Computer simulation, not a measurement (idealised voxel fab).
process module | voxel self aligned vias
cross-section cut | 240 nm wide | cells 5 nm
A cross-section is a grid of square cells, given in bands from the top down. A band is one or more rows of cells.
Each band's line starts with the height of the band's top and of its bottom, in nm. Then come its materials from left to right, each with its width in nm. One material with "throughout" fills the band from edge to edge. "air" is empty space.
Height 0 is the level under which the wafer as received is all one material. The lowest band goes on downwards, as in "0 down".
A width such as "30 to 40" changes by the same amount from each row of cells to the next, from the band's top row to its bottom row.
"no change" after a step means that no cell of the cross-section changed.
closed voids: empty space of 8 cells or more with no open way to the top, each as width x height at its distance from the left edge, in nm
after a step's settings: what the simulator itself notes on the step
overlay nm, on a step with a mask: how far to the right of its planned place the mask lay; to the left if negative
plan
1 op RECEIVE | material Si
2 op CONFORMAL_DEP | material SiO2 | thk nm 15
3 op CONFORMAL_DEP | material SiCN | thk nm 5
4 op DIRECTIONAL_DEP | material lowk | thk nm 25
5 op MASKED_ETCH | tone open | mask id LINES | width nm 30 | pitch nm 65 | etch materials lowk | depth nm 25 | overlay nm 0
6 op CONFORMAL_DEP | material TiN | thk nm 5
7 op FILL_DEP | material W | thk nm 10
8 op CMP | height nm 45
9 op SELECTIVE_ETCH | etch materials W Ru TiN | depth nm 10
10 op FILL_DEP | material SiN | thk nm 5
11 op CMP | height nm 45
12 op DIRECTIONAL_DEP | material lowk | thk nm 20
13 op PATTERN | tone open | mask id VIAS | material resist | width nm 40 | pitch nm 65 | thk nm 15 | overlay nm 0
14 op DIRECTIONAL_ETCH | etch materials lowk | depth nm 10
15 op DIRECTIONAL_ETCH | etch materials SiN | depth nm 10
16 op STRIP | etch materials resist
17 op CONFORMAL_DEP | material TiN | thk nm 5
18 op FILL_DEP | material Cu | thk nm 5
19 op CMP | height nm 65
20 op CONFORMAL_DEP | material SiCN | thk nm 5
varied across the wafers: depth nm of step 14. The plan shows the first wafer's value. All wafers start alike
first wafer as received, after step 1
  0 down: Si throughout
  closed voids: none
each wafer at the end: cells of each material gained (+) or lost (-) since it was received, then its closed voids
depth nm 10 | +18 Cu | +96 SiCN | +36 SiN | +144 SiO2 | +60 TiN | +24 W | +294 lowk | closed voids: none
depth nm 15 | +36 Cu | +96 SiCN | +36 SiN | +144 SiO2 | +66 TiN | +24 W | +270 lowk | closed voids: none
depth nm 20 | +78 Cu | +96 SiCN | +144 SiO2 | +84 TiN | +24 W | +246 lowk | closed voids: none
depth nm 25 | +84 Cu | +96 SiCN | +144 SiO2 | +84 TiN | +24 W | +240 lowk | closed voids: none
depth nm 30 | +90 Cu | +96 SiCN | +144 SiO2 | +84 TiN | +24 W | +234 lowk | closed voids: none
depth nm 35 | +90 Cu | +96 SiCN | +144 SiO2 | +90 TiN | +24 W | +228 lowk | closed voids: none
